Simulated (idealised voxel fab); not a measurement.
Presented below is a process module, voxel capacitor over wiring.
185 nm wide, 5 nm square cells: that's cross-section cut.
Heads up, the way a cross-section reads in here is a grid of square cells, handed over as bands from the top down, with every band being one or more rows of cells.
In this notation a band is specified by the heights of its top and bottom, in that order and in nm, after which its materials appear from left to right, each paired with its width in nm. The word "all across" attached to a single material means that material fills the band from edge to edge; the word "empty" stands for empty space.
Heights from 0 (as-received wafer is one material below). Bottom band endless downward, as "0 -> down".
Graded width ("30->40"): value in top row of band = first number; value in bottom row = second number; row-to-row change constant.
Key: "everything unchanged" - step with no changed cell in the cross-section.
The entry "Cavities, closed" lists the empty spaces that cover at least 8 cells and have no open path to the top. Each is written as width x height at distance, where the distance is measured from the left edge and all three values are in nm.
On a step's line, text after the settings is the simulator commenting on that step.
Regarding "overlay nm": on a step with a mask, it is the distance the mask lay to the right of its planned place; a negative value places it to the left.

## So here's the lineup of process steps we planned
- 1: RECEIVE, material Si
- 2: CONFORMAL_DEP, material SiO2, thk nm 10
- 3: DIRECTIONAL_DEP, material TiN, thk nm 5
- 4: DIRECTIONAL_DEP, material Ru, thk nm 15
- 5: PATTERN, tone cover, mask id METAL_1, material resist, width nm 20, pitch nm 80, thk nm 15, overlay nm 0
- 6: DIRECTIONAL_ETCH, etch materials Ru, depth nm 15
- 7: DIRECTIONAL_ETCH, etch materials TiN, depth nm 5
- 8: STRIP, etch materials resist
- 9: FILL_DEP, material lowk, thk nm 10
- 10: CMP, height nm 30
- 11: CONFORMAL_DEP, material SiCN, thk nm 5
- 12: DIRECTIONAL_DEP, material SiO2, thk nm 10
- 13: DIRECTIONAL_DEP, material aC, thk nm 10
- 14: PATTERN, tone open, mask id PLUG_1, material resist, width nm 15, thk nm 30, overlay nm 0
- 15: DIRECTIONAL_ETCH, etch materials aC, depth nm 10
- 16: STRIP, etch materials resist
- 17: DIRECTIONAL_ETCH, etch materials SiO2, depth nm 10
- 18: DIRECTIONAL_ETCH, etch materials SiCN, depth nm 5
- 19: STRIP, etch materials aC
- 20: EPI, material Ru, thk nm 10
- 21: EPI, material Ru, thk nm 5
- 22: DIRECTIONAL_DEP, material TiN, thk nm 5
- 23: DIRECTIONAL_DEP, material SiN, thk nm 5
- 24: DIRECTIONAL_DEP, material TiN, thk nm 10
- 25: DIRECTIONAL_DEP, material aC, thk nm 15
- 26: PATTERN, tone cover, mask id UPPER_PLATE, material resist, width nm 65, thk nm 30, overlay nm 0
- 27: DIRECTIONAL_ETCH, etch materials aC, depth nm 15
- 28: STRIP, etch materials resist
- 29: DIRECTIONAL_ETCH, etch materials TiN, depth nm 10
- 30: DIRECTIONAL_ETCH, etch materials SiN, depth nm 5
- 31: STRIP, etch materials aC
- 32: PATTERN, tone cover, mask id LOWER_PLATE, material resist, width nm 75, thk nm 15, overlay nm 0
- 33: DIRECTIONAL_ETCH, etch materials TiN, depth nm 5
- 34: STRIP, etch materials resist
- 35: FILL_DEP, material SiO2, thk nm 20
- 36: CMP, height nm 80
- 37: PATTERN, tone open, mask id PLUG_2, material resist, width nm 15, thk nm 15, overlay nm 0
- 38: DIRECTIONAL_ETCH, etch materials SiO2, depth nm 15
- 39: STRIP, etch materials resist
- 40: CONFORMAL_DEP, material TiN, thk nm 5
- 41: FILL_DEP, material W, thk nm 5
- 42: CMP, height nm 70
- 43: CONFORMAL_DEP, material SiN, thk nm 5
The wafers in this document start out alike and differ in the height nm applied at step 42; the plan shows the value used for the first wafer.

## Cross-section, first of several wafers, as delivered after step 1
- 0 -> down: Si all across
- Cavities, closed: none

## The figure below presents a cross-section of the first of several wafers at the conclusion of the module, following its last step, step 43
- 75 -> 70: SiN all across
- 70 -> 65: SiO2: 55 / TiN: 15 / SiO2: 115
- 65 -> 55: SiO2: 45 / TiN: 65 / SiO2: 75
- 55 -> 50: SiO2: 45 / SiN: 65 / SiO2: 75
- 50 -> 45: SiO2: 40 / TiN: 75 / SiO2: 70
- 45 -> 35: SiO2: 45 / Ru: 15 / SiO2: 125
- 35 -> 30: SiCN: 45 / Ru: 15 / SiCN: 125
- 30 -> 15: lowk: 40 / Ru: 20 / lowk: 60 / Ru: 20 / lowk: 45
- 15 -> 10: lowk: 40 / TiN: 20 / lowk: 60 / TiN: 20 / lowk: 45
- 10 -> 0: SiO2 all across
- 0 -> down: Si all across
- Cavities, closed: none

## Last wafer x-sec, end of module
- 95 -> 90: SiN all across
- 90 -> 85: W all across
- 85 -> 80: TiN: 60 / W: 5 / TiN: 120
- 80 -> 70: SiO2: 55 / TiN: 5 / W: 5 / TiN: 5 / SiO2: 115
- 70 -> 65: SiO2: 55 / TiN: 15 / SiO2: 115
- 65 -> 55: SiO2: 45 / TiN: 65 / SiO2: 75
- 55 -> 50: SiO2: 45 / SiN: 65 / SiO2: 75
- 50 -> 45: SiO2: 40 / TiN: 75 / SiO2: 70
- 45 -> 35: SiO2: 45 / Ru: 15 / SiO2: 125
- 35 -> 30: SiCN: 45 / Ru: 15 / SiCN: 125
- 30 -> 15: lowk: 40 / Ru: 20 / lowk: 60 / Ru: 20 / lowk: 45
- 15 -> 10: lowk: 40 / TiN: 20 / lowk: 60 / TiN: 20 / lowk: 45
- 10 -> 0: SiO2 all across
- 0 -> down: Si all across
- Cavities, closed: none

## each wafer at the end: cells of each material gained (+) or lost (-) since it was received, then its closed voids
height nm 70, +33 Ru, +34 SiCN, +50 SiN, +270 SiO2, +52 TiN, +116 lowk, Cavities, closed: none
height nm 75, +33 Ru, +34 SiCN, +50 SiN, +304 SiO2, +54 TiN, +1 W, +116 lowk, Cavities, closed: none
height nm 80, +33 Ru, +34 SiCN, +50 SiN, +338 SiO2, +56 TiN, +2 W, +116 lowk, Cavities, closed: none
height nm 85, +33 Ru, +34 SiCN, +50 SiN, +338 SiO2, +92 TiN, +3 W, +116 lowk, Cavities, closed: none
height nm 90, +33 Ru, +34 SiCN, +50 SiN, +338 SiO2, +92 TiN, +40 W, +116 lowk, Cavities, closed: none
